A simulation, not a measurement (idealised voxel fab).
The process module that follows is named voxel capacitor over wiring.
Cross-section cut: width 170 nm, square cells of 5 nm.
Throughout this document, each cross-section is represented as a grid of square cells and is presented as a sequence of bands enumerated from the top downward, where a band comprises one or more rows of cells. Read a band's entry like this: the first values are the height of its top and the height of its bottom in nm, and what follows is the sequence of materials from left to right, each with its width in nm. Note that "blank" is empty space, and that a single material marked "full width" reaches across the band from edge to edge. Basically, 0 is our baseline, since under it the wafer straight out of the box is all one material. The bottom band has no lower end and keeps on going down, so it looks like "0 and below". You'd read "30 to 40" like this: the band's top row of cells is as wide as the first number, its bottom row is as wide as the second, and going down, every row changes width by the same amount as the row before did. The designation "no change", where it is given for a processing step, indicates that no cell of the cross-section was altered in the course of that step. Basically, "Sealed internal cavities" tells you about the enclosed voids: empty spaces with no open way to the top, 8 cells or bigger, each written width x height at distance, where distance is from the left edge, all in nm. On a step's line, text after the settings is the simulator commenting on that step. If you see "overlay nm" on a step's line and that step has a mask, it's telling you how far right of where it was planned the mask ended up; a negative number means it went left instead.

Below is the list of planned process steps
step 1: RECEIVE: material Si
step 2: CONFORMAL_DEP: material SiO2, thk nm 10
step 3: CONFORMAL_DEP: material SiN, thk nm 5
step 4: DIRECTIONAL_DEP: material SiO2, thk nm 15
step 5: PATTERN: tone open, mask id METAL_1, material resist, width nm 30, pitch nm 95, thk nm 15, overlay nm 0
step 6: DIRECTIONAL_ETCH: etch materials SiO2, depth nm 15
step 7: DIRECTIONAL_ETCH: etch materials SiN, depth nm 5
step 8: STRIP: etch materials resist
step 9: CONFORMAL_DEP: material TiN, thk nm 5
step 10: FILL_DEP: material Cu, thk nm 5
step 11: CMP: height nm 30
step 12: CONFORMAL_DEP: material SiCN, thk nm 5
step 13: DIRECTIONAL_DEP: material SiO2, thk nm 10
step 14: DIRECTIONAL_DEP: material aC, thk nm 10
step 15: PATTERN: tone open, mask id PLUG_1, material resist, width nm 15, thk nm 25, overlay nm 0
step 16: DIRECTIONAL_ETCH: etch materials aC, depth nm 10
step 17: STRIP: etch materials resist
step 18: DIRECTIONAL_ETCH: etch materials SiO2, depth nm 10
step 19: DIRECTIONAL_ETCH: etch materials SiCN, depth nm 5
step 20: STRIP: etch materials aC
step 21: CONFORMAL_DEP: material TiN, thk nm 5
step 22: FILL_DEP: material Ru, thk nm 5
step 23: CMP: height nm 45
step 24: DIRECTIONAL_DEP: material TiN, thk nm 10
step 25: DIRECTIONAL_DEP: material HfO2, thk nm 5
step 26: DIRECTIONAL_DEP: material TiN, thk nm 10
step 27: MASKED_ETCH: tone cover, mask id UPPER_PLATE, width nm 70, etch materials TiN, depth nm 10, overlay nm 0
step 28: MASKED_ETCH: tone cover, mask id UPPER_PLATE, width nm 70, etch materials HfO2, depth nm 5, overlay nm 0
step 29: DIRECTIONAL_DEP: material aC, thk nm 15
step 30: PATTERN: tone cover, mask id LOWER_PLATE, material resist, width nm 80, thk nm 30, overlay nm 0
step 31: DIRECTIONAL_ETCH: etch materials aC, depth nm 15
step 32: STRIP: etch materials resist
step 33: DIRECTIONAL_ETCH: etch materials TiN, depth nm 10
step 34: STRIP: etch materials aC
step 35: FILL_DEP: material SiO2, thk nm 15
step 36: CMP: height nm 80
step 37: PATTERN: tone open, mask id PLUG_2, material resist, width nm 15, thk nm 15, overlay nm 0
step 38: DIRECTIONAL_ETCH: etch materials SiO2, depth nm 10
step 39: STRIP: etch materials resist
step 40: CONFORMAL_DEP: material TiN, thk nm 5
step 41: FILL_DEP: material Ru, thk nm 10
step 42: CMP: height nm 80
step 43: CONFORMAL_DEP: material SiCN, thk nm 5

Cross-section of the incoming wafer, state after step 1
	0 and below  Si full width
	Sealed internal cavities: none

Wafer at module end, in section. Began as above, planned as above, run with one mistake
	85 down to 80  SiCN full width
	80 down to 75  45 of SiO2; 15 of TiN; 110 of SiO2
	75 down to 65  35 of SiO2; 70 of TiN; 65 of SiO2
	65 down to 60  35 of SiO2; 70 of HfO2; 65 of SiO2
	60 down to 50  30 of SiO2; 80 of TiN; 60 of SiO2
	50 down to 45  40 of TiN; 5 of Ru; 125 of TiN
	45 down to 35  35 of SiO2; 5 of TiN; 5 of Ru; 5 of TiN; 120 of SiO2
	35 down to 30  35 of SiCN; 15 of TiN; 120 of SiCN
	30 down to 15  20 of SiO2; 5 of TiN; 20 of Cu; 5 of TiN; 65 of SiO2; 5 of TiN; 20 of Cu; 5 of TiN; 25 of SiO2
	15 down to 10  20 of SiN; 30 of TiN; 65 of SiN; 30 of TiN; 25 of SiN
	10 down to 0  SiO2 full width
	0 and below  Si full width
	Sealed internal cavities: none
The plan and the run diverged here: step 23 went in with a setting other than planned; the actual run was CMP: height nm 50
